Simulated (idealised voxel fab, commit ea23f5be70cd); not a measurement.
process module | voxel gate over fins
cross-section cut | 225 nm wide | cells 5 nm
A cross-section is a grid of square cells, given in bands from the top down. A band is one or more rows of cells.
Each band's line starts with the height of the band's top and of its bottom, in nm. Then come its materials from left to right, each with its width in nm. One material with "throughout" fills the band from edge to edge. "air" is empty space.
Height 0 is the level under which the wafer as received is all one material. The lowest band goes on downwards, as in "0 down".
A width such as "30 to 40" changes by the same amount from each row of cells to the next, from the band's top row to its bottom row.
"no change" after a step means that no cell of the cross-section changed.
closed voids: empty space of 8 cells or more with no open way to the top, each as width x height at its distance from the left edge, in nm
after a step's settings: what the simulator itself notes on the step
overlay nm, on a step with a mask: how far to the right of its planned place the mask lay; to the left if negative
plan
1 op RECEIVE | material Si
2 op CONFORMAL_DEP | material SiN | thk nm 10
3 op MASKED_ETCH | tone cover | mask id FINS | width nm 15 | pitch nm 60 | etch materials SiN | depth nm 10 | overlay nm 0
4 op MASKED_ETCH | tone cover | mask id FINS | width nm 15 | pitch nm 60 | etch materials Si | depth nm 40 | overlay nm 0
5 op OXIDIZE | depth nm 5
6 op FILL_DEP | material SiO2 | thk nm 10
7 op CMP | height nm 10
8 op MASKED_ETCH | tone open | mask id RAIL | width nm 15 | etch materials SiO2 | depth nm 45 | overlay nm 0
9 op CONFORMAL_DEP | material TiN | thk nm 5
10 op FILL_DEP | material W | thk nm 10
11 op CMP | height nm 10
12 op SELECTIVE_ETCH | etch materials W Ru TiN | depth nm 30
13 op FILL_DEP | material SiO2 | thk nm 5
14 op CMP | height nm 10
15 op SELECTIVE_ETCH | etch materials SiO2 | depth nm 20
16 op STRIP | etch materials SiN
17 op CONFORMAL_DEP | material HfO2 | thk nm 5
18 op CONFORMAL_DEP | material TiN | thk nm 5
19 op FILL_DEP | material W | thk nm 15
20 op CMP | height nm 20
21 op CONFORMAL_DEP | material SiCN | thk nm 5
as received, after step 1
  0 down: Si throughout
  closed voids: none
a wafer at the end: this start, this plan, one mistake
  15 to 10: SiCN throughout
  10 to 5: W 40 | TiN 25 | W 35 | TiN 25 | W 35 | TiN 25 | W 40
  5 to 0: W 40 | TiN 5 | HfO2 15 | TiN 5 | W 35 | TiN 5 | HfO2 15 | TiN 5 | W 35 | TiN 5 | HfO2 15 | TiN 5 | W 40
  0 to -5: TiN 45 | HfO2 5 | Si 5 | HfO2 5 | TiN 45 | HfO2 5 | Si 5 | HfO2 5 | TiN 45 | HfO2 5 | Si 5 | HfO2 5 | TiN 45
  -5 to -10: HfO2 50 | Si 5 | HfO2 55 | Si 5 | HfO2 55 | Si 5 | HfO2 50
  -10 to -20: SiO2 50 | Si 5 | SiO2 55 | Si 5 | SiO2 55 | Si 5 | SiO2 50
  -20 to -30: SiO2 50 | Si 5 | SiO2 20 | TiN 5 | W 5 | TiN 5 | SiO2 20 | Si 5 | SiO2 55 | Si 5 | SiO2 50
  -30 to -35: SiO2 50 | Si 5 | SiO2 20 | TiN 15 | SiO2 20 | Si 5 | SiO2 55 | Si 5 | SiO2 50
  -35 to -45: SiO2 50 | Si 5 | SiO2 55 | Si 5 | SiO2 55 | Si 5 | SiO2 50
  -45 down: Si throughout
  closed voids: none
what went wrong: step 20 ran as: op CMP | height nm 10
